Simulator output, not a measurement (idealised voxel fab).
process module | voxel capacitor over wiring
cross-section cut | 230 nm wide | cells 5 nm
A cross-section is a grid of square cells, given in bands from the top down. A band is one or more rows of cells.
Each band's line starts with the height of the band's top and of its bottom, in nm. Then come its materials from left to right, each with its width in nm. One material with "throughout" fills the band from edge to edge. "air" is empty space.
Height 0 is the level under which the wafer as received is all one material. The lowest band goes on downwards, as in "0 down".
A width such as "30 to 40" changes by the same amount from each row of cells to the next, from the band's top row to its bottom row.
"no change" after a step means that no cell of the cross-section changed.
closed voids: empty space of 8 cells or more with no open way to the top, each as width x height at its distance from the left edge, in nm
after a step's settings: what the simulator itself notes on the step
overlay nm, on a step with a mask: how far to the right of its planned place the mask lay; to the left if negative
plan
1 op RECEIVE | material Si
2 op CONFORMAL_DEP | material SiO2 | thk nm 15
3 op CONFORMAL_DEP | material SiCN | thk nm 5
4 op DIRECTIONAL_DEP | material lowk | thk nm 25
5 op DIRECTIONAL_DEP | material aC | thk nm 15
6 op PATTERN | tone open | mask id METAL_1 | material resist | width nm 25 | pitch nm 95 | thk nm 35 | overlay nm 0
7 op DIRECTIONAL_ETCH | etch materials aC | depth nm 15
8 op STRIP | etch materials resist
9 op DIRECTIONAL_ETCH | etch materials lowk | depth nm 25
10 op DIRECTIONAL_ETCH | etch materials SiCN | depth nm 5
11 op STRIP | etch materials aC
12 op CONFORMAL_DEP | material TiN | thk nm 5
13 op FILL_DEP | material Ru | thk nm 5
14 op CMP | height nm 45
15 op CONFORMAL_DEP | material SiCN | thk nm 5
16 op DIRECTIONAL_DEP | material lowk | thk nm 15
17 op DIRECTIONAL_DEP | material aC | thk nm 15
18 op PATTERN | tone open | mask id PLUG_1 | material resist | width nm 15 | thk nm 30 | overlay nm 0
19 op DIRECTIONAL_ETCH | etch materials aC | depth nm 15
20 op STRIP | etch materials resist
21 op DIRECTIONAL_ETCH | etch materials lowk | depth nm 15
22 op DIRECTIONAL_ETCH | etch materials SiCN | depth nm 5
23 op STRIP | etch materials aC
24 op CONFORMAL_DEP | material TiN | thk nm 5
25 op FILL_DEP | material W | thk nm 5
26 op CMP | height nm 65
27 op DIRECTIONAL_DEP | material TiN | thk nm 5
28 op DIRECTIONAL_DEP | material Al2O3 | thk nm 5
29 op DIRECTIONAL_DEP | material TiN | thk nm 5
30 op DIRECTIONAL_DEP | material aC | thk nm 10
31 op PATTERN | tone cover | mask id UPPER_PLATE | material resist | width nm 75 | thk nm 30 | overlay nm 0
32 op DIRECTIONAL_ETCH | etch materials aC | depth nm 10
33 op STRIP | etch materials resist
34 op DIRECTIONAL_ETCH | etch materials TiN | depth nm 5
35 op DIRECTIONAL_ETCH | etch materials Al2O3 | depth nm 5
36 op STRIP | etch materials aC
37 op MASKED_ETCH | tone cover | mask id LOWER_PLATE | width nm 85 | etch materials TiN | depth nm 5 | overlay nm 0
38 op FILL_DEP | material SiO2 | thk nm 20
39 op CMP | height nm 95
40 op PATTERN | tone open | mask id PLUG_2 | material resist | width nm 15 | thk nm 15 | overlay nm 0
41 op DIRECTIONAL_ETCH | etch materials SiO2 | depth nm 15
42 op STRIP | etch materials resist
43 op CONFORMAL_DEP | material TiN | thk nm 5
44 op FILL_DEP | material Cu | thk nm 5
45 op CMP | height nm 95
46 op CONFORMAL_DEP | material SiCN | thk nm 5
first wafer, as planned
as received, after step 1
  0 down: Si throughout
  closed voids: none
after step 2
  15 to 0: SiO2 throughout
  below 0: unchanged
after step 3
  20 to 15: SiCN throughout
  below 15: unchanged
after step 4
  45 to 20: lowk throughout
  below 20: unchanged
after step 5
  60 to 45: aC throughout
  below 45: unchanged
after step 6
  95 to 60: resist 55 | air 25 | resist 70 | air 25 | resist 55
  below 60: unchanged
after step 7
  80 to 60: resist 55 | air 25 | resist 70 | air 25 | resist 55
  60 to 45: aC 55 | air 25 | aC 70 | air 25 | aC 55
  below 45: unchanged
after step 8
  60 to 45: aC 55 | air 25 | aC 70 | air 25 | aC 55
  below 45: unchanged
after step 9
  60 to 45: aC 55 | air 25 | aC 70 | air 25 | aC 55
  45 to 20: lowk 55 | air 25 | lowk 70 | air 25 | lowk 55
  below 20: unchanged
after step 10
  60 to 45: aC 55 | air 25 | aC 70 | air 25 | aC 55
  45 to 20: lowk 55 | air 25 | lowk 70 | air 25 | lowk 55
  20 to 15: SiCN 55 | air 25 | SiCN 70 | air 25 | SiCN 55
  below 15: unchanged
after step 11
  45 to 20: lowk 55 | air 25 | lowk 70 | air 25 | lowk 55
  below 20: unchanged
after step 12
  50 to 45: TiN 60 | air 15 | TiN 80 | air 15 | TiN 60
  45 to 20: lowk 55 | TiN 5 | air 15 | TiN 5 | lowk 70 | TiN 5 | air 15 | TiN 5 | lowk 55
  20 to 15: SiCN 55 | TiN 25 | SiCN 70 | TiN 25 | SiCN 55
  below 15: unchanged
after step 13
  55 to 50: Ru throughout
  50 to 45: TiN 60 | Ru 15 | TiN 80 | Ru 15 | TiN 60
  45 to 20: lowk 55 | TiN 5 | Ru 15 | TiN 5 | lowk 70 | TiN 5 | Ru 15 | TiN 5 | lowk 55
  below 20: unchanged
after step 14
  45 to 20: lowk 55 | TiN 5 | Ru 15 | TiN 5 | lowk 70 | TiN 5 | Ru 15 | TiN 5 | lowk 55
  below 20: unchanged
after step 15
  50 to 45: SiCN throughout
  below 45: unchanged
after step 16
  65 to 50: lowk throughout
  below 50: unchanged
after step 17
  80 to 65: aC throughout
  below 65: unchanged
after step 18
  110 to 80: resist 65 | air 15 | resist 150
  below 80: unchanged
after step 19
  95 to 80: resist 65 | air 15 | resist 150
  80 to 65: aC 65 | air 15 | aC 150
  below 65: unchanged
after step 20
  80 to 65: aC 65 | air 15 | aC 150
  below 65: unchanged
after step 21
  80 to 65: aC 65 | air 15 | aC 150
  65 to 50: lowk 65 | air 15 | lowk 150
  below 50: unchanged
after step 22
  80 to 65: aC 65 | air 15 | aC 150
  65 to 50: lowk 65 | air 15 | lowk 150
  50 to 45: SiCN 65 | air 15 | SiCN 150
  below 45: unchanged
after step 23
  65 to 50: lowk 65 | air 15 | lowk 150
  below 50: unchanged
after step 24
  70 to 65: TiN 70 | air 5 | TiN 155
  65 to 50: lowk 65 | TiN 5 | air 5 | TiN 5 | lowk 150
  50 to 45: SiCN 65 | TiN 15 | SiCN 150
  below 45: unchanged
after step 25
  75 to 70: W throughout
  70 to 65: TiN 70 | W 5 | TiN 155
  65 to 50: lowk 65 | TiN 5 | W 5 | TiN 5 | lowk 150
  below 50: unchanged
after step 26
  65 to 50: lowk 65 | TiN 5 | W 5 | TiN 5 | lowk 150
  below 50: unchanged
after step 27
  70 to 65: TiN throughout
  below 65: unchanged
after step 28
  75 to 70: Al2O3 throughout
  below 70: unchanged
after step 29
  80 to 75: TiN throughout
  below 75: unchanged
after step 30
  90 to 80: aC throughout
  below 80: unchanged
after step 31
  120 to 90: air 65 | resist 75 | air 90
  below 90: unchanged
after step 32
  110 to 90: air 65 | resist 75 | air 90
  90 to 80: air 65 | aC 75 | air 90
  below 80: unchanged
after step 33
  90 to 80: air 65 | aC 75 | air 90
  below 80: unchanged
after step 34
  90 to 80: air 65 | aC 75 | air 90
  80 to 75: air 65 | TiN 75 | air 90
  below 75: unchanged
after step 35
  90 to 80: air 65 | aC 75 | air 90
  80 to 75: air 65 | TiN 75 | air 90
  75 to 70: air 65 | Al2O3 75 | air 90
  below 70: unchanged
after step 36
  80 to 75: air 65 | TiN 75 | air 90
  below 75: unchanged
after step 37
  80 to 75: air 65 | TiN 75 | air 90
  75 to 70: air 65 | Al2O3 75 | air 90
  70 to 65: air 60 | TiN 85 | air 85
  below 65: unchanged
after step 38
  100 to 80: SiO2 throughout
  80 to 75: SiO2 65 | TiN 75 | SiO2 90
  75 to 70: SiO2 65 | Al2O3 75 | SiO2 90
  70 to 65: SiO2 60 | TiN 85 | SiO2 85
  below 65: unchanged
after step 39
  95 to 80: SiO2 throughout
  below 80: unchanged
after step 40
  110 to 95: resist 75 | air 15 | resist 140
  below 95: unchanged
after step 41
  110 to 95: resist 75 | air 15 | resist 140
  95 to 80: SiO2 75 | air 15 | SiO2 140
  below 80: unchanged
after step 42
  95 to 80: SiO2 75 | air 15 | SiO2 140
  below 80: unchanged
after step 43
  100 to 95: TiN 80 | air 5 | TiN 145
  95 to 85: SiO2 75 | TiN 5 | air 5 | TiN 5 | SiO2 140
  85 to 75: SiO2 75 to 65 | TiN 15 to 75 | SiO2 140 to 90
  below 75: unchanged
after step 44
  105 to 100: Cu throughout
  100 to 95: TiN 80 | Cu 5 | TiN 145
  95 to 85: SiO2 75 | TiN 5 | Cu 5 | TiN 5 | SiO2 140
  below 85: unchanged
after step 45
  95 to 85: SiO2 75 | TiN 5 | Cu 5 | TiN 5 | SiO2 140
  below 85: unchanged
after step 46
  100 to 95: SiCN throughout
  below 95: unchanged
second wafer: like start, like plan, one mistake. Through step 27 it matches the first wafer
when step 28 should have ended
  75 to 65: TiN throughout
  below 65: unchanged
when step 29 should have ended
  80 to 65: TiN throughout
  below 65: unchanged
when step 30 should have ended
  90 to 80: aC throughout
  below 80: unchanged
when step 31 should have ended
  120 to 90: air 65 | resist 75 | air 90
  below 90: unchanged
when step 32 should have ended
  110 to 90: air 65 | resist 75 | air 90
  90 to 80: air 65 | aC 75 | air 90
  below 80: unchanged
when step 33 should have ended
  90 to 80: air 65 | aC 75 | air 90
  below 80: unchanged
when step 34 should have ended
  90 to 80: air 65 | aC 75 | air 90
  80 to 75: air 65 | TiN 75 | air 90
  below 75: unchanged
when step 35 should have ended: no change
when step 36 should have ended
  80 to 75: air 65 | TiN 75 | air 90
  below 75: unchanged
when step 37 should have ended
  80 to 70: air 65 to 60 | TiN 75 to 85 | air 90 to 85
  below 70: unchanged
when step 38 should have ended
  100 to 80: SiO2 throughout
  80 to 70: SiO2 65 to 60 | TiN 75 to 85 | SiO2 90 to 85
  below 70: unchanged
when step 39 should have ended
  95 to 80: SiO2 throughout
  below 80: unchanged
when step 40 should have ended
  110 to 95: resist 75 | air 15 | resist 140
  below 95: unchanged
when step 41 should have ended
  110 to 95: resist 75 | air 15 | resist 140
  95 to 80: SiO2 75 | air 15 | SiO2 140
  below 80: unchanged
when step 42 should have ended
  95 to 80: SiO2 75 | air 15 | SiO2 140
  below 80: unchanged
when step 43 should have ended
  100 to 95: TiN 80 | air 5 | TiN 145
  95 to 85: SiO2 75 | TiN 5 | air 5 | TiN 5 | SiO2 140
  85 to 75: SiO2 75 to 65 | TiN 15 to 75 | SiO2 140 to 90
  below 75: unchanged
when step 44 should have ended
  105 to 100: Cu throughout
  100 to 95: TiN 80 | Cu 5 | TiN 145
  95 to 85: SiO2 75 | TiN 5 | Cu 5 | TiN 5 | SiO2 140
  below 85: unchanged
when step 45 should have ended
  95 to 85: SiO2 75 | TiN 5 | Cu 5 | TiN 5 | SiO2 140
  below 85: unchanged
when step 46 should have ended
  100 to 95: SiCN throughout
  below 95: unchanged
what went wrong: step 28 ran as: op DIRECTIONAL_DEP | material TiN | thk nm 5
at the end the second wafer has, in cells: 15 fewer of Al2O3 | 31 fewer of SiO2 | 46 more of TiN
